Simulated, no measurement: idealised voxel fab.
This section sets out a process module, namely voxel self aligned vias.
Cross-section cut: width 295 nm, square cells of 5 nm.
Notation: cross-section as square-cell grid; stated in bands, top first, going down; one or more cell rows per band. Band entry format. Leading values: height of top, height of bottom, nm. Remainder: materials in left-to-right order, each with its width in nm. Special words: "edge to edge" on a single material, which then fills the band edge to edge; "empty", empty space. Counting heights begins at 0, where everything beneath is, in the wafer as received, one material. The lowest band has no bottom; it goes on downwards, as "z 0 and below" shows. Quick explanation for "30 to 40": the width changes in equal steps down the rows of cells, from the first number in the band's top row to the second number in its bottom row. Reading "no change occurred" for a step: not a cell of the cross-section changed in it. Reported under the label "Closed void catalog" are the empty spaces having no open way to the top and comprising 8 cells or more; the notation for each is width x height at distance, in which the distance is measured from the left edge and all three values are in nm. Text after the settings on a step's line: the simulator's own remark on that step. Steps that use a mask can have "overlay nm" on their line. It says how far the mask sat to the right of where it was meant to be. Negative means to the left. How should the pairs below be read? Each gives the cross-section before one process step and the cross-section after it, the latter drawn only to the lowest band that changed; the step that lies between them, with its settings, appears under the pair. Does a pair pick up where the pair above left off? Only where its entry headed "State before" says so, since pairs can come from different runs of this module on the same starting wafer.

[State before]
	z 0 and below  Si edge to edge
	Closed void catalog: none

[State After Step]
	z 10 to 0  SiO2 edge to edge
	Below 0, the layers are the same as they were.
	Closed void catalog: none
Between before and after as drawn above: op CONFORMAL_DEP | material SiO2 | thk nm 10

State before: see preceding pair, after cross-section.

[State After Step]
	z 15 to 10  SiCN edge to edge
	Below 10, the layers are the same as they were.
	Closed void catalog: none
Between before and after as drawn above: op CONFORMAL_DEP | material SiCN | thk nm 5

State before: see preceding pair, after cross-section.

[State After Step]
	z 40 to 15  SiO2 edge to edge
	Below 15, the layers are the same as they were.
	Closed void catalog: none
Between before and after as drawn above: op DIRECTIONAL_DEP | material SiO2 | thk nm 25

State before: see preceding pair, after cross-section.

[State After Step]
	z 55 to 40  aC edge to edge
	Below 40, the layers are the same as they were.
	Closed void catalog: none
Between before and after as drawn above: op DIRECTIONAL_DEP | material aC | thk nm 15

State before: see preceding pair, after cross-section.

[State After Step]
	z 85 to 55  resist: 80, empty: 20, resist: 35, empty: 20, resist: 35, empty: 20, resist: 85
	Below 55, the layers are the same as they were.
	Closed void catalog: none
Between before and after as drawn above: op PATTERN | tone open | mask id LINES | material resist | width nm 20 | pitch nm 55 | thk nm 30 | overlay nm 0

State before: see preceding pair, after cross-section.

[State After Step]
	z 70 to 55  resist: 80, empty: 20, resist: 35, empty: 20, resist: 35, empty: 20, resist: 85
	z 55 to 40  aC: 80, empty: 20, aC: 35, empty: 20, aC: 35, empty: 20, aC: 85
	Below 40, the layers are the same as they were.
	Closed void catalog: none
Between before and after as drawn above: op DIRECTIONAL_ETCH | etch materials aC | depth nm 15

State before: see preceding pair, after cross-section.

[State After Step]
	z 55 to 40  aC: 80, empty: 20, aC: 35, empty: 20, aC: 35, empty: 20, aC: 85
	Below 40, the layers are the same as they were.
	Closed void catalog: none
Between before and after as drawn above: op STRIP | etch materials resist

State before: see preceding pair, after cross-section.

[State After Step]
	z 55 to 40  aC: 80, empty: 20, aC: 35, empty: 20, aC: 35, empty: 20, aC: 85
	z 40 to 15  SiO2: 80, empty: 20, SiO2: 35, empty: 20, SiO2: 35, empty: 20, SiO2: 85
	Below 15, the layers are the same as they were.
	Closed void catalog: none
Between before and after as drawn above: op DIRECTIONAL_ETCH | etch materials SiO2 | depth nm 25

State before: see preceding pair, after cross-section.

[State After Step]
	z 40 to 15  SiO2: 80, empty: 20, SiO2: 35, empty: 20, SiO2: 35, empty: 20, SiO2: 85
	Below 15, the layers are the same as they were.
	Closed void catalog: none
Between before and after as drawn above: op STRIP | etch materials aC

State before: see preceding pair, after cross-section.

[State After Step]
	z 45 to 40  TiN: 85, empty: 10, TiN: 45, empty: 10, TiN: 45, empty: 10, TiN: 90
	z 40 to 20  SiO2: 80, TiN: 5, empty: 10, TiN: 5, SiO2: 35, TiN: 5, empty: 10, TiN: 5, SiO2: 35, TiN: 5, empty: 10, TiN: 5, SiO2: 85
	z 20 to 15  SiO2: 80, TiN: 20, SiO2: 35, TiN: 20, SiO2: 35, TiN: 20, SiO2: 85
	Below 15, the layers are the same as they were.
	Closed void catalog: none
Between before and after as drawn above: op CONFORMAL_DEP | material TiN | thk nm 5

State before: see preceding pair, after cross-section.

[State After Step]
	z 55 to 45  W edge to edge
	z 45 to 40  TiN: 85, W: 10, TiN: 45, W: 10, TiN: 45, W: 10, TiN: 90
	z 40 to 20  SiO2: 80, TiN: 5, W: 10, TiN: 5, SiO2: 35, TiN: 5, W: 10, TiN: 5, SiO2: 35, TiN: 5, W: 10, TiN: 5, SiO2: 85
	Below 20, the layers are the same as they were.
	Closed void catalog: none
Between before and after as drawn above: op FILL_DEP | material W | thk nm 10

State before: see preceding pair, after cross-section.

[State After Step]
	z 40 to 20  SiO2: 80, TiN: 5, W: 10, TiN: 5, SiO2: 35, TiN: 5, W: 10, TiN: 5, SiO2: 35, TiN: 5, W: 10, TiN: 5, SiO2: 85
	Below 20, the layers are the same as they were.
	Closed void catalog: none
Between before and after as drawn above: op CMP | height nm 40

State before: see preceding pair, after cross-section.

[State After Step]
	z 40 to 35  SiO2: 80, empty: 20, SiO2: 35, empty: 20, SiO2: 35, empty: 20, SiO2: 85
	Below 35, the layers are the same as they were.
	Closed void catalog: none
Between before and after as drawn above: op SELECTIVE_ETCH | etch materials W Ru TiN | depth nm 5

State before: see preceding pair, after cross-section.

[State After Step]
	z 45 to 40  SiN edge to edge
	z 40 to 35  SiO2: 80, SiN: 20, SiO2: 35, SiN: 20, SiO2: 35, SiN: 20, SiO2: 85
	Below 35, the layers are the same as they were.
	Closed void catalog: none
Between before and after as drawn above: op FILL_DEP | material SiN | thk nm 5

State before: see preceding pair, after cross-section.

[State After Step]
	z 40 to 35  SiO2: 80, SiN: 20, SiO2: 35, SiN: 20, SiO2: 35, SiN: 20, SiO2: 85
	Below 35, the layers are the same as they were.
	Closed void catalog: none
Between before and after as drawn above: op CMP | height nm 40

State before: see preceding pair, after cross-section.

[State After Step]
	z 60 to 40  SiO2 edge to edge
	Below 40, the layers are the same as they were.
	Closed void catalog: none
Between before and after as drawn above: op DIRECTIONAL_DEP | material SiO2 | thk nm 20

State before: see preceding pair, after cross-section.

[State After Step]
	z 60 to 40  SiO2: 75, empty: 30, SiO2: 25, empty: 30, SiO2: 25, empty: 30, SiO2: 80
	Below 40, the layers are the same as they were.
	Closed void catalog: none
Between before and after as drawn above: op MASKED_ETCH | tone open | mask id VIAS | width nm 30 | pitch nm 55 | etch materials SiO2 | depth nm 20 | overlay nm 0

State before: see preceding pair, after cross-section.

[State After Step]
	z 60 to 40  SiO2: 75, empty: 30, SiO2: 25, empty: 30, SiO2: 25, empty: 30, SiO2: 80
	z 40 to 35  SiO2: 80, empty: 20, SiO2: 35, empty: 20, SiO2: 35, empty: 20, SiO2: 85
	Below 35, the layers are the same as they were.
	Closed void catalog: none
Between before and after as drawn above: op MASKED_ETCH | tone open | mask id VIAS | width nm 30 | pitch nm 55 | etch materials SiN | depth nm 5 | overlay nm 0

State before: see preceding pair, after cross-section.

[State After Step]
	z 65 to 60  TiN: 80, empty: 20, TiN: 35, empty: 20, TiN: 35, empty: 20, TiN: 85
	z 60 to 45  SiO2: 75, TiN: 5, empty: 20, TiN: 5, SiO2: 25, TiN: 5, empty: 20, TiN: 5, SiO2: 25, TiN: 5, empty: 20, TiN: 5, SiO2: 80
	z 45 to 40  SiO2: 75, TiN: 10, empty: 10, TiN: 10, SiO2: 25, TiN: 10, empty: 10, TiN: 10, SiO2: 25, TiN: 10, empty: 10, TiN: 10, SiO2: 80
	z 40 to 35  SiO2: 80, TiN: 20, SiO2: 35, TiN: 20, SiO2: 35, TiN: 20, SiO2: 85
	Below 35, the layers are the same as they were.
	Closed void catalog: none
Between before and after as drawn above: op CONFORMAL_DEP | material TiN | thk nm 5

State before: see preceding pair, after cross-section.

[State After Step]
	z 75 to 65  Ru edge to edge
	z 65 to 60  TiN: 80, Ru: 20, TiN: 35, Ru: 20, TiN: 35, Ru: 20, TiN: 85
	z 60 to 45  SiO2: 75, TiN: 5, Ru: 20, TiN: 5, SiO2: 25, TiN: 5, Ru: 20, TiN: 5, SiO2: 25, TiN: 5, Ru: 20, TiN: 5, SiO2: 80
	z 45 to 40  SiO2: 75, TiN: 10, Ru: 10, TiN: 10, SiO2: 25, TiN: 10, Ru: 10, TiN: 10, SiO2: 25, TiN: 10, Ru: 10, TiN: 10, SiO2: 80
	Below 40, the layers are the same as they were.
	Closed void catalog: none
Between before and after as drawn above: op FILL_DEP | material Ru | thk nm 10

State before: see preceding pair, after cross-section.

[State After Step]
	z 60 to 45  SiO2: 75, TiN: 5, Ru: 20, TiN: 5, SiO2: 25, TiN: 5, Ru: 20, TiN: 5, SiO2: 25, TiN: 5, Ru: 20, TiN: 5, SiO2: 80
	Below 45, the layers are the same as they were.
	Closed void catalog: none
Between before and after as drawn above: op CMP | height nm 60

State before: see preceding pair, after cross-section.

[State After Step]
	z 65 to 60  SiN edge to edge
	Below 60, the layers are the same as they were.
	Closed void catalog: none
Between before and after as drawn above: op CONFORMAL_DEP | material SiN | thk nm 5

[State before]
	z 75 to 65  Ru edge to edge
	z 65 to 60  TiN: 80, Ru: 20, TiN: 35, Ru: 20, TiN: 35, Ru: 20, TiN: 85
	z 60 to 45  SiO2: 75, TiN: 5, Ru: 20, TiN: 5, SiO2: 25, TiN: 5, Ru: 20, TiN: 5, SiO2: 25, TiN: 5, Ru: 20, TiN: 5, SiO2: 80
	z 45 to 40  SiO2: 75, TiN: 10, Ru: 10, TiN: 10, SiO2: 25, TiN: 10, Ru: 10, TiN: 10, SiO2: 25, TiN: 10, Ru: 10, TiN: 10, SiO2: 80
	z 40 to 35  SiO2: 80, TiN: 20, SiO2: 35, TiN: 20, SiO2: 35, TiN: 20, SiO2: 85
	z 35 to 20  SiO2: 80, TiN: 5, W: 10, TiN: 5, SiO2: 35, TiN: 5, W: 10, TiN: 5, SiO2: 35, TiN: 5, W: 10, TiN: 5, SiO2: 85
	z 20 to 15  SiO2: 80, TiN: 20, SiO2: 35, TiN: 20, SiO2: 35, TiN: 20, SiO2: 85
	z 15 to 10  SiCN edge to edge
	z 10 to 0  SiO2 edge to edge
	z 0 and below  Si edge to edge
	Closed void catalog: none

[State After Step]
	z 80 to 75  SiN edge to edge
	Below 75, the layers are the same as they were.
	Closed void catalog: none
Between before and after as drawn above: op CONFORMAL_DEP | material SiN | thk nm 5

[State before]
	z 60 to 40  SiO2: 75, empty: 30, SiO2: 25, empty: 30, SiO2: 25, empty: 30, SiO2: 80
	z 40 to 35  SiO2: 80, SiN: 20, SiO2: 35, SiN: 20, SiO2: 35, SiN: 20, SiO2: 85
	z 35 to 20  SiO2: 80, TiN: 5, W: 10, TiN: 5, SiO2: 35, TiN: 5, W: 10, TiN: 5, SiO2: 35, TiN: 5, W: 10, TiN: 5, SiO2: 85
	z 20 to 15  SiO2: 80, TiN: 20, SiO2: 35, TiN: 20, SiO2: 35, TiN: 20, SiO2: 85
	z 15 to 10  SiCN edge to edge
	z 10 to 0  SiO2 edge to edge
	z 0 and below  Si edge to edge
	Closed void catalog: none

[State After Step]
	z 60 to 40  SiO2: 75, empty: 30, SiO2: 25, empty: 30, SiO2: 25, empty: 30, SiO2: 80
	z 40 to 35  SiO2: 75, empty: 5, SiN: 20, empty: 5, SiO2: 25, empty: 5, SiN: 20, empty: 5, SiO2: 25, empty: 5, SiN: 20, empty: 5, SiO2: 80
	z 35 to 20  SiO2: 75, empty: 5, TiN: 5, W: 10, TiN: 5, empty: 5, SiO2: 25, empty: 5, TiN: 5, W: 10, TiN: 5, empty: 5, SiO2: 25, empty: 5, TiN: 5, W: 10, TiN: 5, empty: 5, SiO2: 80
	Below 20, the layers are the same as they were.
	Closed void catalog: none
Between before and after as drawn above: op MASKED_ETCH | tone open | mask id VIAS | width nm 30 | pitch nm 55 | etch materials SiO2 | depth nm 20 | overlay nm 0

State before: see preceding pair, after cross-section.

[State After Step]
	z 60 to 35  SiO2: 75, empty: 30, SiO2: 25, empty: 30, SiO2: 25, empty: 30, SiO2: 80
	Below 35, the layers are the same as they were.
	Closed void catalog: none
Between before and after as drawn above: op MASKED_ETCH | tone open | mask id VIAS | width nm 30 | pitch nm 55 | etch materials SiN | depth nm 5 | overlay nm 0

State before: see preceding pair, after cross-section.

[State After Step]
	z 65 to 60  TiN: 80, empty: 20, TiN: 35, empty: 20, TiN: 35, empty: 20, TiN: 85
	z 60 to 40  SiO2: 75, TiN: 5, empty: 20, TiN: 5, SiO2: 25, TiN: 5, empty: 20, TiN: 5, SiO2: 25, TiN: 5, empty: 20, TiN: 5, SiO2: 80
	z 40 to 35  SiO2: 75, TiN: 30, SiO2: 25, TiN: 30, SiO2: 25, TiN: 30, SiO2: 80
	z 35 to 20  SiO2: 75, TiN: 10, W: 10, TiN: 10, SiO2: 25, TiN: 10, W: 10, TiN: 10, SiO2: 25, TiN: 10, W: 10, TiN: 10, SiO2: 80
	Below 20, the layers are the same as they were.
	Closed void catalog: none
Between before and after as drawn above: op CONFORMAL_DEP | material TiN | thk nm 5

State before: see preceding pair, after cross-section.

[State After Step]
	z 75 to 65  Ru edge to edge
	z 65 to 60  TiN: 80, Ru: 20, TiN: 35, Ru: 20, TiN: 35, Ru: 20, TiN: 85
	z 60 to 40  SiO2: 75, TiN: 5, Ru: 20, TiN: 5, SiO2: 25, TiN: 5, Ru: 20, TiN: 5, SiO2: 25, TiN: 5, Ru: 20, TiN: 5, SiO2: 80
	Below 40, the layers are the same as they were.
	Closed void catalog: none
Between before and after as drawn above: op FILL_DEP | material Ru | thk nm 10

State before: see preceding pair, after cross-section.

[State After Step]
	z 60 to 40  SiO2: 75, TiN: 5, Ru: 20, TiN: 5, SiO2: 25, TiN: 5, Ru: 20, TiN: 5, SiO2: 25, TiN: 5, Ru: 20, TiN: 5, SiO2: 80
	Below 40, the layers are the same as they were.
	Closed void catalog: none
Between before and after as drawn above: op CMP | height nm 60

State before: see preceding pair, after cross-section.

[State After Step]
	z 65 to 60  SiN edge to edge
	Below 60, the layers are the same as they were.
	Closed void catalog: none
Between before and after as drawn above: op CONFORMAL_DEP | material SiN | thk nm 5

[State before]
	z 10 to 0  SiO2 edge to edge
	z 0 and below  Si edge to edge
	Closed void catalog: none

[State After Step]
	z 35 to 0  SiO2 edge to edge
	Below 0, the layers are the same as they were.
	Closed void catalog: none
Between before and after as drawn above: op DIRECTIONAL_DEP | material SiO2 | thk nm 25

State before: see preceding pair, after cross-section.

[State After Step]
	z 40 to 35  SiCN edge to edge
	Below 35, the layers are the same as they were.
	Closed void catalog: none
Between before and after as drawn above: op CONFORMAL_DEP | material SiCN | thk nm 5

State before: see preceding pair, after cross-section.

[State After Step]
	z 55 to 40  aC edge to edge
	Below 40, the layers are the same as they were.
	Closed void catalog: none
Between before and after as drawn above: op DIRECTIONAL_DEP | material aC | thk nm 15

State before: see preceding pair, after cross-section.

[State After Step]
	z 85 to 55  resist: 80, empty: 20, resist: 35, empty: 20, resist: 35, empty: 20, resist: 85
	Below 55, the layers are the same as they were.
	Closed void catalog: none
Between before and after as drawn above: op PATTERN | tone open | mask id LINES | material resist | width nm 20 | pitch nm 55 | thk nm 30 | overlay nm 0

State before: see preceding pair, after cross-section.

[State After Step]
	z 70 to 55  resist: 80, empty: 20, resist: 35, empty: 20, resist: 35, empty: 20, resist: 85
	z 55 to 40  aC: 80, empty: 20, aC: 35, empty: 20, aC: 35, empty: 20, aC: 85
	Below 40, the layers are the same as they were.
	Closed void catalog: none
Between before and after as drawn above: op DIRECTIONAL_ETCH | etch materials aC | depth nm 15

State before: see preceding pair, after cross-section.

[State After Step]
	z 55 to 40  aC: 80, empty: 20, aC: 35, empty: 20, aC: 35, empty: 20, aC: 85
	Below 40, the layers are the same as they were.
	Closed void catalog: none
Between before and after as drawn above: op STRIP | etch materials resist

State before: see preceding pair, after cross-section.

[State After Step]
	z 40 to 35  SiCN edge to edge
	Below 35, the layers are the same as they were.
	Closed void catalog: none
Between before and after as drawn above: op STRIP | etch materials aC

State before: see preceding pair, after cross-section.

[State After Step]
	z 45 to 40  TiN edge to edge
	Below 40, the layers are the same as they were.
	Closed void catalog: none
Between before and after as drawn above: op CONFORMAL_DEP | material TiN | thk nm 5

State before: see preceding pair, after cross-section.

[State After Step]
	z 55 to 45  W edge to edge
	Below 45, the layers are the same as they were.
	Closed void catalog: none
Between before and after as drawn above: op FILL_DEP | material W | thk nm 10

State before: see preceding pair, after cross-section.

[State After Step]
	z 40 to 35  SiCN edge to edge
	Below 35, the layers are the same as they were.
	Closed void catalog: none
Between before and after as drawn above: op CMP | height nm 40

State before: see preceding pair, after cross-section.

[State After Step]
	z 45 to 40  SiN edge to edge
	Below 40, the layers are the same as they were.
	Closed void catalog: none
Between before and after as drawn above: op FILL_DEP | material SiN | thk nm 5

State before: see preceding pair, after cross-section.

[State After Step]
	z 40 to 35  SiCN edge to edge
	Below 35, the layers are the same as they were.
	Closed void catalog: none
Between before and after as drawn above: op CMP | height nm 40

State before: see preceding pair, after cross-section.

[State After Step]
	z 60 to 40  SiO2 edge to edge
	Below 40, the layers are the same as they were.
	Closed void catalog: none
Between before and after as drawn above: op DIRECTIONAL_DEP | material SiO2 | thk nm 20

State before: see preceding pair, after cross-section.

[State After Step]
	z 60 to 40  SiO2: 75, empty: 30, SiO2: 25, empty: 30, SiO2: 25, empty: 30, SiO2: 80
	Below 40, the layers are the same as they were.
	Closed void catalog: none
Between before and after as drawn above: op MASKED_ETCH | tone open | mask id VIAS | width nm 30 | pitch nm 55 | etch materials SiO2 | depth nm 20 | overlay nm 0

State before: see preceding pair, after cross-section.

[State After Step]
	z 65 to 60  TiN: 80, empty: 20, TiN: 35, empty: 20, TiN: 35, empty: 20, TiN: 85
	z 60 to 45  SiO2: 75, TiN: 5, empty: 20, TiN: 5, SiO2: 25, TiN: 5, empty: 20, TiN: 5, SiO2: 25, TiN: 5, empty: 20, TiN: 5, SiO2: 80
	z 45 to 40  SiO2: 75, TiN: 30, SiO2: 25, TiN: 30, SiO2: 25, TiN: 30, SiO2: 80
	Below 40, the layers are the same as they were.
	Closed void catalog: none
Between before and after as drawn above: op CONFORMAL_DEP | material TiN | thk nm 5

State before: see preceding pair, after cross-section.

[State After Step]
	z 75 to 65  Ru edge to edge
	z 65 to 60  TiN: 80, Ru: 20, TiN: 35, Ru: 20, TiN: 35, Ru: 20, TiN: 85
	z 60 to 45  SiO2: 75, TiN: 5, Ru: 20, TiN: 5, SiO2: 25, TiN: 5, Ru: 20, TiN: 5, SiO2: 25, TiN: 5, Ru: 20, TiN: 5, SiO2: 80
	Below 45, the layers are the same as they were.
	Closed void catalog: none
Between before and after as drawn above: op FILL_DEP | material Ru | thk nm 10

State before: see preceding pair, after cross-section.

[State After Step]
	z 60 to 45  SiO2: 75, TiN: 5, Ru: 20, TiN: 5, SiO2: 25, TiN: 5, Ru: 20, TiN: 5, SiO2: 25, TiN: 5, Ru: 20, TiN: 5, SiO2: 80
	Below 45, the layers are the same as they were.
	Closed void catalog: none
Between before and after as drawn above: op CMP | height nm 60

State before: see preceding pair, after cross-section.

[State After Step]
	z 65 to 60  SiN edge to edge
	Below 60, the layers are the same as they were.
	Closed void catalog: none
Between before and after as drawn above: op CONFORMAL_DEP | material SiN | thk nm 5

[State before]
	z 75 to 65  Ru edge to edge
	z 65 to 60  TiN: 80, Ru: 20, TiN: 35, Ru: 20, TiN: 35, Ru: 20, TiN: 85
	z 60 to 45  SiO2: 75, TiN: 5, Ru: 20, TiN: 5, SiO2: 25, TiN: 5, Ru: 20, TiN: 5, SiO2: 25, TiN: 5, Ru: 20, TiN: 5, SiO2: 80
	z 45 to 40  SiO2: 75, TiN: 10, Ru: 10, TiN: 10, SiO2: 25, TiN: 10, Ru: 10, TiN: 10, SiO2: 25, TiN: 10, Ru: 10, TiN: 10, SiO2: 80
	z 40 to 35  SiO2: 80, TiN: 20, SiO2: 35, TiN: 20, SiO2: 35, TiN: 20, SiO2: 85
	z 35 to 20  SiO2: 80, TiN: 5, W: 10, TiN: 5, SiO2: 35, TiN: 5, W: 10, TiN: 5, SiO2: 35, TiN: 5, W: 10, TiN: 5, SiO2: 85
	z 20 to 15  SiO2: 80, TiN: 20, SiO2: 35, TiN: 20, SiO2: 35, TiN: 20, SiO2: 85
	z 15 to 10  SiCN edge to edge
	z 10 to 0  SiO2 edge to edge
	z 0 and below  Si edge to edge
	Closed void catalog: none

[State After Step]
	z 55 to 45  SiO2: 75, TiN: 5, Ru: 20, TiN: 5, SiO2: 25, TiN: 5, Ru: 20, TiN: 5, SiO2: 25, TiN: 5, Ru: 20, TiN: 5, SiO2: 80
	Below 45, the layers are the same as they were.
	Closed void catalog: none
Between before and after as drawn above: op CMP | height nm 55

State before: see preceding pair, after cross-section.

[State After Step]
	z 60 to 55  SiN edge to edge
	Below 55, the layers are the same as they were.
	Closed void catalog: none
Between before and after as drawn above: op CONFORMAL_DEP | material SiN | thk nm 5

[State before]
	z 60 to 40  SiO2 edge to edge
	z 40 to 35  SiO2: 80, SiN: 20, SiO2: 35, SiN: 20, SiO2: 35, SiN: 20, SiO2: 85
	z 35 to 20  SiO2: 80, TiN: 5, W: 10, TiN: 5, SiO2: 35, TiN: 5, W: 10, TiN: 5, SiO2: 35, TiN: 5, W: 10, TiN: 5, SiO2: 85
	z 20 to 15  SiO2: 80, TiN: 20, SiO2: 35, TiN: 20, SiO2: 35, TiN: 20, SiO2: 85
	z 15 to 10  SiCN edge to edge
	z 10 to 0  SiO2 edge to edge
	z 0 and below  Si edge to edge
	Closed void catalog: none

[State After Step]
	z 60 to 40  SiO2: 80, empty: 25, SiO2: 30, empty: 25, SiO2: 30, empty: 25, SiO2: 80
	Below 40, the layers are the same as they were.
	Closed void catalog: none
Between before and after as drawn above: op MASKED_ETCH | tone open | mask id VIAS | width nm 25 | pitch nm 55 | etch materials SiO2 | depth nm 20 | overlay nm 0

State before: see preceding pair, after cross-section.

[State After Step]
	z 60 to 40  SiO2: 80, empty: 25, SiO2: 30, empty: 25, SiO2: 30, empty: 25, SiO2: 80
	z 40 to 35  SiO2: 80, empty: 20, SiO2: 35, empty: 20, SiO2: 35, empty: 20, SiO2: 85
	Below 35, the layers are the same as they were.
	Closed void catalog: none
Between before and after as drawn above: op MASKED_ETCH | tone open | mask id VIAS | width nm 30 | pitch nm 55 | etch materials SiN | depth nm 5 | overlay nm 0

State before: see preceding pair, after cross-section.

[State After Step]
	z 65 to 60  TiN: 85, empty: 15, TiN: 40, empty: 15, TiN: 40, empty: 15, TiN: 85
	z 60 to 45  SiO2: 80, TiN: 5, empty: 15, TiN: 5, SiO2: 30, TiN: 5, empty: 15, TiN: 5, SiO2: 30, TiN: 5, empty: 15, TiN: 5, SiO2: 80
	z 45 to 40  SiO2: 80, TiN: 5, empty: 10, TiN: 10, SiO2: 30, TiN: 5, empty: 10, TiN: 10, SiO2: 30, TiN: 5, empty: 10, TiN: 10, SiO2: 80
	z 40 to 35  SiO2: 80, TiN: 20, SiO2: 35, TiN: 20, SiO2: 35, TiN: 20, SiO2: 85
	Below 35, the layers are the same as they were.
	Closed void catalog: none
Between before and after as drawn above: op CONFORMAL_DEP | material TiN | thk nm 5

State before: see preceding pair, after cross-section.

[State After Step]
	z 75 to 65  Ru edge to edge
	z 65 to 60  TiN: 85, Ru: 15, TiN: 40, Ru: 15, TiN: 40, Ru: 15, TiN: 85
	z 60 to 45  SiO2: 80, TiN: 5, Ru: 15, TiN: 5, SiO2: 30, TiN: 5, Ru: 15, TiN: 5, SiO2: 30, TiN: 5, Ru: 15, TiN: 5, SiO2: 80
	z 45 to 40  SiO2: 80, TiN: 5, Ru: 10, TiN: 10, SiO2: 30, TiN: 5, Ru: 10, TiN: 10, SiO2: 30, TiN: 5, Ru: 10, TiN: 10, SiO2: 80
	Below 40, the layers are the same as they were.
	Closed void catalog: none
Between before and after as drawn above: op FILL_DEP | material Ru | thk nm 10

State before: see preceding pair, after cross-section.

[State After Step]
	z 60 to 45  SiO2: 80, TiN: 5, Ru: 15, TiN: 5, SiO2: 30, TiN: 5, Ru: 15, TiN: 5, SiO2: 30, TiN: 5, Ru: 15, TiN: 5, SiO2: 80
	Below 45, the layers are the same as they were.
	Closed void catalog: none
Between before and after as drawn above: op CMP | height nm 60

State before: see preceding pair, after cross-section.

[State After Step]
	z 65 to 60  SiN edge to edge
	Below 60, the layers are the same as they were.
	Closed void catalog: none
Between before and after as drawn above: op CONFORMAL_DEP | material SiN | thk nm 5

[State before]
	z 60 to 40  SiO2: 75, empty: 30, SiO2: 25, empty: 30, SiO2: 25, empty: 30, SiO2: 80
	z 40 to 35  SiO2: 80, SiN: 20, SiO2: 35, SiN: 20, SiO2: 35, SiN: 20, SiO2: 85
	z 35 to 20  SiO2: 80, TiN: 5, W: 10, TiN: 5, SiO2: 35, TiN: 5, W: 10, TiN: 5, SiO2: 35, TiN: 5, W: 10, TiN: 5, SiO2: 85
	z 20 to 15  SiO2: 80, TiN: 20, SiO2: 35, TiN: 20, SiO2: 35, TiN: 20, SiO2: 85
	z 15 to 10  SiCN edge to edge
	z 10 to 0  SiO2 edge to edge
	z 0 and below  Si edge to edge
	Closed void catalog: none

[State After Step]
	z 60 to 40  SiO2: 75, empty: 30, SiO2: 25, empty: 30, SiO2: 25, empty: 30, SiO2: 80
	z 40 to 35  SiO2: 80, SiN: 5, empty: 15, SiO2: 35, SiN: 5, empty: 15, SiO2: 35, SiN: 5, empty: 15, SiO2: 85
	Below 35, the layers are the same as they were.
	Closed void catalog: none
Between before and after as drawn above: op MASKED_ETCH | tone open | mask id VIAS | width nm 30 | pitch nm 55 | etch materials SiN | depth nm 5 | overlay nm 10

State before: see preceding pair, after cross-section.

[State After Step]
	z 65 to 60  TiN: 80, empty: 20, TiN: 35, empty: 20, TiN: 35, empty: 20, TiN: 85
	z 60 to 45  SiO2: 75, TiN: 5, empty: 20, TiN: 5, SiO2: 25, TiN: 5, empty: 20, TiN: 5, SiO2: 25, TiN: 5, empty: 20, TiN: 5, SiO2: 80
	z 45 to 40  SiO2: 75, TiN: 15, empty: 5, TiN: 10, SiO2: 25, TiN: 15, empty: 5, TiN: 10, SiO2: 25, TiN: 15, empty: 5, TiN: 10, SiO2: 80
	z 40 to 35  SiO2: 80, SiN: 5, TiN: 15, SiO2: 35, SiN: 5, TiN: 15, SiO2: 35, SiN: 5, TiN: 15, SiO2: 85
	Below 35, the layers are the same as they were.
	Closed void catalog: none
Between before and after as drawn above: op CONFORMAL_DEP | material TiN | thk nm 5

State before: see preceding pair, after cross-section.

[State After Step]
	z 75 to 65  Ru edge to edge
	z 65 to 60  TiN: 80, Ru: 20, TiN: 35, Ru: 20, TiN: 35, Ru: 20, TiN: 85
	z 60 to 45  SiO2: 75, TiN: 5, Ru: 20, TiN: 5, SiO2: 25, TiN: 5, Ru: 20, TiN: 5, SiO2: 25, TiN: 5, Ru: 20, TiN: 5, SiO2: 80
	z 45 to 40  SiO2: 75, TiN: 15, Ru: 5, TiN: 10, SiO2: 25, TiN: 15, Ru: 5, TiN: 10, SiO2: 25, TiN: 15, Ru: 5, TiN: 10, SiO2: 80
	Below 40, the layers are the same as they were.
	Closed void catalog: none
Between before and after as drawn above: op FILL_DEP | material Ru | thk nm 10

State before: see preceding pair, after cross-section.

[State After Step]
	z 60 to 45  SiO2: 75, TiN: 5, Ru: 20, TiN: 5, SiO2: 25, TiN: 5, Ru: 20, TiN: 5, SiO2: 25, TiN: 5, Ru: 20, TiN: 5, SiO2: 80
	Below 45, the layers are the same as they were.
	Closed void catalog: none
Between before and after as drawn above: op CMP | height nm 60

State before: see preceding pair, after cross-section.

[State After Step]
	z 65 to 60  SiN edge to edge
	Below 60, the layers are the same as they were.
	Closed void catalog: none
Between before and after as drawn above: op CONFORMAL_DEP | material SiN | thk nm 5

[State before]
	z 60 to 40  SiO2: 75, empty: 30, SiO2: 25, empty: 30, SiO2: 25, empty: 30, SiO2: 80
	z 40 to 35  SiO2: 80, empty: 20, SiO2: 35, empty: 20, SiO2: 35, empty: 20, SiO2: 85
	z 35 to 20  SiO2: 80, TiN: 5, W: 10, TiN: 5, SiO2: 35, TiN: 5, W: 10, TiN: 5, SiO2: 35, TiN: 5, W: 10, TiN: 5, SiO2: 85
	z 20 to 15  SiO2: 80, TiN: 20, SiO2: 35, TiN: 20, SiO2: 35, TiN: 20, SiO2: 85
	z 15 to 10  SiCN edge to edge
	z 10 to 0  SiO2 edge to edge
	z 0 and below  Si edge to edge
	Closed void catalog: none

[State After Step]
	z 65 to 60  aC: 80, empty: 20, aC: 35, empty: 20, aC: 35, empty: 20, aC: 85
	z 60 to 45  SiO2: 75, aC: 5, empty: 20, aC: 5, SiO2: 25, aC: 5, empty: 20, aC: 5, SiO2: 25, aC: 5, empty: 20, aC: 5, SiO2: 80
	z 45 to 40  SiO2: 75, aC: 10, empty: 10, aC: 10, SiO2: 25, aC: 10, empty: 10, aC: 10, SiO2: 25, aC: 10, empty: 10, aC: 10, SiO2: 80
	z 40 to 35  SiO2: 80, aC: 20, SiO2: 35, aC: 20, SiO2: 35, aC: 20, SiO2: 85
	Below 35, the layers are the same as they were.
	Closed void catalog: none
Between before and after as drawn above: op CONFORMAL_DEP | material aC | thk nm 5

State before: see preceding pair, after cross-section.

[State After Step]
	z 75 to 65  Ru edge to edge
	z 65 to 60  aC: 80, Ru: 20, aC: 35, Ru: 20, aC: 35, Ru: 20, aC: 85
	z 60 to 45  SiO2: 75, aC: 5, Ru: 20, aC: 5, SiO2: 25, aC: 5, Ru: 20, aC: 5, SiO2: 25, aC: 5, Ru: 20, aC: 5, SiO2: 80
	z 45 to 40  SiO2: 75, aC: 10, Ru: 10, aC: 10, SiO2: 25, aC: 10, Ru: 10, aC: 10, SiO2: 25, aC: 10, Ru: 10, aC: 10, SiO2: 80
	Below 40, the layers are the same as they were.
	Closed void catalog: none
Between before and after as drawn above: op FILL_DEP | material Ru | thk nm 10
